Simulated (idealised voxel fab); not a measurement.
Presented below is a process module, voxel wiring stack.
cross-section cut | 180 nm wide | cells 5 nm
Heads up, the way a cross-section reads in here is a grid of square cells, handed over as bands from the top down, with every band being one or more rows of cells.
This entry defines a band. It first specifies the height of the band's top and the height of its bottom in nm, and then specifies the band's materials from left to right, stating each material with its width in nm. The word "edge to edge" identifies a single material that fills the band from edge to edge, while the word "empty" identifies empty space.
Heights are measured from 0, the level below which the as-received wafer is all one material; the lowest band has no bottom and continues downward, written as in "0 and below".
The notation "30->40" denotes a width that varies across the rows of cells in the band, beginning at the first number in the top row, finishing at the second number in the bottom row, and changing by an identical amount from each row to the next.
It should be understood that the words "remains unaltered", when stated for a given step, signify that the cross-section underwent no change in any of its cells during that step.
Under "Completely sealed voids" you'll find the enclosed gaps, the ones with no way out to the top, that are 8 cells or bigger; each reads width x height at distance, with distance counted from the left edge, everything in nm.
Formally, on a step line, whatever follows the settings is a remark that the simulator itself makes on the step.
The setting "overlay nm" may be written on the line of a step. When the step uses a mask, the value reports how far to the right of the planned place the mask lay, and a negative value reports that it lay to the left.
**This section lists the process steps that were planned**
1: RECEIVE,material Si
2: CONFORMAL_DEP,material SiO2,thk nm 10
3: CONFORMAL_DEP,material SiN,thk nm 5
4: DIRECTIONAL_DEP,material SiO2,thk nm 25
5: MASKED_ETCH,tone open,mask id METAL_1,width nm 30,pitch nm 55,etch materials SiO2,depth nm 25,overlay nm 0
6: MASKED_ETCH,tone open,mask id METAL_1,width nm 30,pitch nm 55,etch materials SiN,depth nm 5,overlay nm 0
7: CONFORMAL_DEP,material TiN,thk nm 5
8: FILL_DEP,material Cu,thk nm 5
9: CMP,height nm 40
10: CONFORMAL_DEP,material SiCN,thk nm 5
11: DIRECTIONAL_DEP,material lowk,thk nm 15
12: DIRECTIONAL_DEP,material aC,thk nm 15
13: PATTERN,tone open,mask id PLUG_1,material resist,width nm 15,thk nm 35,overlay nm 0
14: DIRECTIONAL_ETCH,etch materials aC,depth nm 15
15: STRIP,etch materials resist
16: DIRECTIONAL_ETCH,etch materials lowk,depth nm 15
17: DIRECTIONAL_ETCH,etch materials SiCN,depth nm 5
18: STRIP,etch materials aC
19: EPI,material Ru,thk nm 10
20: EPI,material Ru,thk nm 10
21: CONFORMAL_DEP,material SiCN,thk nm 5
22: DIRECTIONAL_DEP,material SiO2,thk nm 15
23: DIRECTIONAL_DEP,material aC,thk nm 15
24: PATTERN,tone open,mask id METAL_2,material resist,width nm 30,pitch nm 55,thk nm 35,overlay nm 0
25: DIRECTIONAL_ETCH,etch materials aC,depth nm 15
26: STRIP,etch materials resist
27: DIRECTIONAL_ETCH,etch materials SiO2,depth nm 15
28: DIRECTIONAL_ETCH,etch materials SiCN,depth nm 5
29: STRIP,etch materials aC
30: CONFORMAL_DEP,material TiN,thk nm 5
31: FILL_DEP,material W,thk nm 10
32: CMP,height nm 80
33: CONFORMAL_DEP,material SiCN,thk nm 5
34: DIRECTIONAL_DEP,material SiO2,thk nm 15
35: DIRECTIONAL_DEP,material aC,thk nm 15
36: PATTERN,tone open,mask id PLUG_2,material resist,width nm 15,pitch nm 55,thk nm 30,overlay nm 0
37: DIRECTIONAL_ETCH,etch materials aC,depth nm 15
38: STRIP,etch materials resist
39: DIRECTIONAL_ETCH,etch materials SiO2,depth nm 15
40: DIRECTIONAL_ETCH,etch materials SiCN,depth nm 5
41: STRIP,etch materials aC
42: CONFORMAL_DEP,material TiN,thk nm 5
43: FILL_DEP,material Ru,thk nm 5
44: CMP,height nm 100
45: DIRECTIONAL_DEP,material TiN,thk nm 5
46: DIRECTIONAL_DEP,material Ru,thk nm 25
47: MASKED_ETCH,tone cover,mask id METAL_3,width nm 30,pitch nm 55,etch materials Ru,depth nm 25,overlay nm 0
48: MASKED_ETCH,tone cover,mask id METAL_3,width nm 30,pitch nm 55,etch materials TiN,depth nm 5,overlay nm 0
49: CONFORMAL_DEP,material SiCN,thk nm 5
50: FILL_DEP,material SiO2,thk nm 5
51: CMP,height nm 130
52: CONFORMAL_DEP,material SiCN,thk nm 5
53: DIRECTIONAL_DEP,material lowk,thk nm 25
54: PATTERN,tone open,mask id METAL_4_HOLES,material resist,width nm 15,pitch nm 55,thk nm 15,overlay nm 0
55: DIRECTIONAL_ETCH,etch materials lowk,depth nm 25
56: STRIP,etch materials resist
57: MASKED_ETCH,tone open,mask id METAL_4,width nm 30,pitch nm 55,etch materials lowk,depth nm 15,overlay nm 0
58: MASKED_ETCH,tone open,mask id METAL_4,width nm 30,pitch nm 55,etch materials SiCN,depth nm 5,overlay nm 0
59: CONFORMAL_DEP,material TiN,thk nm 5
60: FILL_DEP,material Cu,thk nm 10
61: CMP,height nm 160
62: CONFORMAL_DEP,material SiCN,thk nm 5
**Cross-section, incoming material, after step 1**
0 and below = Si edge to edge
Completely sealed voids: none
**Figure: cross-sectional view of the wafer upon completion of the module, processed from the initial state and according to the plan depicted above, with one error introduced during execution**
165 down to 160 = SiCN edge to edge
160 down to 150 = lowk: 45 | TiN: 5 | Cu: 20 | TiN: 5 | lowk: 25 | TiN: 5 | Cu: 20 | TiN: 5 | lowk: 50
150 down to 145 = lowk: 45 | TiN: 5 | Cu: 5 | TiN: 20 | lowk: 25 | TiN: 5 | Cu: 5 | TiN: 20 | lowk: 50
145 down to 135 = lowk: 45 | TiN: 5 | Cu: 5 | TiN: 5 | lowk: 40 | TiN: 5 | Cu: 5 | TiN: 5 | lowk: 65
135 down to 130 = SiCN: 45 | TiN: 15 | SiCN: 40 | TiN: 15 | SiCN: 65
130 down to 105 = SiO2: 40 | SiCN: 5 | Ru: 30 | SiCN: 5 | SiO2: 15 | SiCN: 5 | Ru: 30 | SiCN: 5 | SiO2: 45
105 down to 100 = SiCN: 45 | TiN: 30 | SiCN: 25 | TiN: 30 | SiCN: 50
100 down to 95 = Ru edge to edge
95 down to 90 = TiN: 50 | Ru: 5 | TiN: 50 | Ru: 5 | TiN: 70
90 down to 85 = SiO2: 45 | TiN: 5 | Ru: 5 | TiN: 5 | SiO2: 40 | TiN: 5 | Ru: 5 | TiN: 5 | SiO2: 65
85 down to 80 = SiCN: 45 | TiN: 15 | SiCN: 40 | TiN: 15 | SiCN: 65
80 down to 65 = SiO2: 45 | TiN: 5 | W: 20 | TiN: 5 | SiO2: 25 | TiN: 5 | W: 20 | TiN: 5 | SiO2: 50
65 down to 60 = SiCN: 45 | TiN: 30 | SiCN: 25 | TiN: 30 | SiCN: 50
60 down to 45 = lowk: 45 | Ru: 15 | lowk: 120
45 down to 40 = SiCN: 45 | Ru: 15 | SiCN: 120
40 down to 15 = SiO2: 45 | TiN: 5 | Cu: 20 | TiN: 5 | SiO2: 25 | TiN: 5 | Cu: 20 | TiN: 5 | SiO2: 50
15 down to 10 = SiN: 45 | TiN: 30 | SiN: 25 | TiN: 30 | SiN: 50
10 down to 0 = SiO2 edge to edge
0 and below = Si edge to edge
Completely sealed voids: none
Heads up, the wafer didn't run the way we planned it: so step 34 ended up running with a different setting than we planned, it ran as DIRECTIONAL_DEP,material SiO2,thk nm 5
